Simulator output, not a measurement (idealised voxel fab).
Name of the process module below: voxel gate over fins
We display cut, a cross-section 205 nm in width whose square cells are each 5 nm.
In this document a cross-section is written as a grid of square cells. It is given as a series of bands, listed from the top down, and a band is one or more rows of cells. Band: top height; bottom height; in nm. Then, left to right: material with width in nm, for each material. "throughout": a single material spanning edge to edge. "empty": empty space. Height reference: 0 = level under which incoming wafer is all one material. Lowest band: no bottom, runs on downward, e.g. "0..down". Width spec "30->40" -> top row of cells at first value, bottom row at second value, equal per-row change in between. For the purposes of this document, the phrase "all unchanged" attached to a step denotes that no cell within the cross-section was modified by that step. The label "Enclosed cavity list" introduces a list of the empty spaces, 8 cells or larger, that have no open way up to the top; each entry in it reads width x height at distance, where the distance is taken from the left edge and all three are stated in nm. That trailing text on a step's line, after the settings, is the simulator's own remark on the step. "overlay nm" answers the question of how far to the right of plan the mask lay on a step that has a mask, and when it is negative the answer is to the left.
## Listed below are the process steps as planned
| 1 | RECEIVE | material Si |
| 2 | CONFORMAL_DEP | material SiN | thk nm 10 |
| 3 | PATTERN | tone cover | mask id FINS | material resist | width nm 15 | pitch nm 35 | thk nm 15 | overlay nm -15 |
| 4 | DIRECTIONAL_ETCH | etch materials SiN | depth nm 10 |
| 5 | DIRECTIONAL_ETCH | etch materials Si | depth nm 35 |
| 6 | STRIP | etch materials resist |
| 7 | FILL_DEP | material SiO2 | thk nm 10 |
| 8 | CMP | height nm 10 |
| 9 | SELECTIVE_ETCH | etch materials SiO2 | depth nm 20 |
| 10 | STRIP | etch materials SiN |
| 11 | CONFORMAL_DEP | material HfO2 | thk nm 5 |
| 12 | CONFORMAL_DEP | material TiN | thk nm 5 |
| 13 | FILL_DEP | material W | thk nm 15 |
| 14 | CMP | height nm 20 |
| 15 | CONFORMAL_DEP | material SiCN | thk nm 10 |
The overlay nm used in step 3 is not the same on every wafer, whereas the starting condition is; the value printed in the plan is the first wafer's.
## Cross-section of the first of several wafers on receipt, reflecting completion of step 1
    0..down = Si throughout
    Enclosed cavity list: none
## Take a look at the first of several wafers in cross-section: the module is done, and step 15 was its last step
    30..20 = SiCN throughout
    20..10 = W throughout
    10..5 = 15 W; 140 TiN; 50 W
    5..0 = 15 W; 5 TiN; 25 HfO2; 10 TiN; 25 HfO2; 10 TiN; 25 HfO2; 10 TiN; 25 HfO2; 5 TiN; 50 W
    0..-5 = 20 TiN; 5 HfO2; 15 Si; 5 HfO2; 10 TiN; 5 HfO2; 15 Si; 5 HfO2; 10 TiN; 5 HfO2; 15 Si; 5 HfO2; 10 TiN; 5 HfO2; 15 Si; 5 HfO2; 55 TiN
    -5..-10 = 25 HfO2; 15 Si; 20 HfO2; 15 Si; 20 HfO2; 15 Si; 20 HfO2; 15 Si; 60 HfO2
    -10..-35 = 25 SiO2; 15 Si; 20 SiO2; 15 Si; 20 SiO2; 15 Si; 20 SiO2; 15 Si; 60 SiO2
    -35..down = Si throughout
    Enclosed cavity list: none
## Module end, final wafer: cross-section
    30..20 = SiCN throughout
    20..10 = W throughout
    10..5 = 45 W; 140 TiN; 20 W
    5..0 = 45 W; 5 TiN; 25 HfO2; 10 TiN; 25 HfO2; 10 TiN; 25 HfO2; 10 TiN; 25 HfO2; 5 TiN; 20 W
    0..-5 = 50 TiN; 5 HfO2; 15 Si; 5 HfO2; 10 TiN; 5 HfO2; 15 Si; 5 HfO2; 10 TiN; 5 HfO2; 15 Si; 5 HfO2; 10 TiN; 5 HfO2; 15 Si; 5 HfO2; 25 TiN
    -5..-10 = 55 HfO2; 15 Si; 20 HfO2; 15 Si; 20 HfO2; 15 Si; 20 HfO2; 15 Si; 30 HfO2
    -10..-35 = 55 SiO2; 15 Si; 20 SiO2; 15 Si; 20 SiO2; 15 Si; 20 SiO2; 15 Si; 30 SiO2
    -35..down = Si throughout
    Enclosed cavity list: none
## Heads up, this table goes wafer by wafer. A row tells you, at the end of the module, how many cells of each material that wafer has put on (+) or dropped (-) since it was received, and then its closed voids
overlay nm -15 | +57 HfO2 | -203 Si | +82 SiCN | +145 SiO2 | +57 TiN | +108 W | Enclosed cavity list: none
overlay nm -10 | +57 HfO2 | -203 Si | +82 SiCN | +145 SiO2 | +57 TiN | +108 W | Enclosed cavity list: none
overlay nm -5 | +57 HfO2 | -203 Si | +82 SiCN | +145 SiO2 | +57 TiN | +108 W | Enclosed cavity list: none
overlay nm 0 | +57 HfO2 | -203 Si | +82 SiCN | +145 SiO2 | +57 TiN | +108 W | Enclosed cavity list: none
overlay nm 5 | +57 HfO2 | -203 Si | +82 SiCN | +145 SiO2 | +57 TiN | +108 W | Enclosed cavity list: none
overlay nm 10 | +57 HfO2 | -203 Si | +82 SiCN | +145 SiO2 | +57 TiN | +108 W | Enclosed cavity list: none
overlay nm 15 | +57 HfO2 | -203 Si | +82 SiCN | +145 SiO2 | +57 TiN | +108 W | Enclosed cavity list: none
